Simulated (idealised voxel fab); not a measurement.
process module | voxel gate over fins
cross-section cut | 265 nm wide | cells 5 nm
A cross-section is a grid of square cells, given in bands from the top down. A band is one or more rows of cells.
Each band's line starts with the height of the band's top and of its bottom, in nm. Then come its materials from left to right, each with its width in nm. One material with "throughout" fills the band from edge to edge. "air" is empty space.
Height 0 is the level under which the wafer as received is all one material. The lowest band goes on downwards, as in "0 down".
A width such as "30 to 40" changes by the same amount from each row of cells to the next, from the band's top row to its bottom row.
"no change" after a step means that no cell of the cross-section changed.
closed voids: empty space of 8 cells or more with no open way to the top, each as width x height at its distance from the left edge, in nm
after a step's settings: what the simulator itself notes on the step
overlay nm, on a step with a mask: how far to the right of its planned place the mask lay; to the left if negative
plan
1 op RECEIVE | material Si
2 op CONFORMAL_DEP | material SiN | thk nm 10
3 op MASKED_ETCH | tone cover | mask id FINS | width nm 15 | pitch nm 40 | etch materials SiN | depth nm 10 | overlay nm -15
4 op MASKED_ETCH | tone cover | mask id FINS | width nm 15 | pitch nm 40 | etch materials Si | depth nm 35 | overlay nm 0
5 op FILL_DEP | material SiO2 | thk nm 5
6 op CMP | height nm 10
7 op SELECTIVE_ETCH | etch materials SiO2 | depth nm 20
8 op STRIP | etch materials SiN
9 op CONFORMAL_DEP | material HfO2 | thk nm 5
10 op CONFORMAL_DEP | material TiN | thk nm 5
11 op FILL_DEP | material W | thk nm 10
12 op CMP | height nm 15
13 op CONFORMAL_DEP | material SiCN | thk nm 5
varied across the wafers: overlay nm of step 3. The plan shows the first wafer's value. All wafers start alike
first wafer as received, after step 1
  0 down: Si throughout
  closed voids: none
first wafer at the end, after step 13
  20 to 15: SiCN throughout
  15 to 10: W throughout
  10 to 5: W 40 | TiN 170 | W 55
  5 to 0: W 40 | TiN 5 | HfO2 160 | TiN 5 | W 55
  0 to -5: TiN 45 | HfO2 5 | Si 30 | HfO2 10 | Si 30 | HfO2 10 | Si 30 | HfO2 10 | Si 30 | HfO2 5 | TiN 60
  -5 to -10: HfO2 50 | Si 30 | HfO2 10 | Si 30 | HfO2 10 | Si 30 | HfO2 10 | Si 30 | HfO2 65
  -10 to -35: SiO2 50 | Si 30 | SiO2 10 | Si 30 | SiO2 10 | Si 30 | SiO2 10 | Si 30 | SiO2 65
  -35 down: Si throughout
  closed voids: none
last wafer at the end
  20 to 15: SiCN throughout
  15 to 10: W throughout
  10 to 5: W 55 | TiN 170 | W 40
  5 to 0: W 55 | TiN 5 | HfO2 160 | TiN 5 | W 40
  0 to -5: TiN 60 | HfO2 5 | Si 30 | HfO2 10 | Si 30 | HfO2 10 | Si 30 | HfO2 10 | Si 30 | HfO2 5 | TiN 45
  -5 to -10: HfO2 65 | Si 30 | HfO2 10 | Si 30 | HfO2 10 | Si 30 | HfO2 10 | Si 30 | HfO2 50
  -10 to -35: SiO2 65 | Si 30 | SiO2 10 | Si 30 | SiO2 10 | Si 30 | SiO2 10 | Si 30 | SiO2 50
  -35 down: Si throughout
  closed voids: none
each wafer at the end: cells of each material gained (+) or lost (-) since it was received, then its closed voids
overlay nm -15 | +69 HfO2 | -203 Si | +53 SiCN | +145 SiO2 | +57 TiN | +91 W | closed voids: none
overlay nm -10 | +69 HfO2 | -231 Si | +53 SiCN | +165 SiO2 | +63 TiN | +93 W | closed voids: none
overlay nm -5 | +69 HfO2 | -259 Si | +53 SiCN | +185 SiO2 | +69 TiN | +95 W | closed voids: none
overlay nm 0 | +69 HfO2 | -287 Si | +53 SiCN | +205 SiO2 | +69 TiN | +103 W | closed voids: none
overlay nm 5 | +69 HfO2 | -259 Si | +53 SiCN | +185 SiO2 | +69 TiN | +95 W | closed voids: none
overlay nm 10 | +69 HfO2 | -231 Si | +53 SiCN | +165 SiO2 | +63 TiN | +93 W | closed voids: none
overlay nm 15 | +69 HfO2 | -203 Si | +53 SiCN | +145 SiO2 | +57 TiN | +91 W | closed voids: none
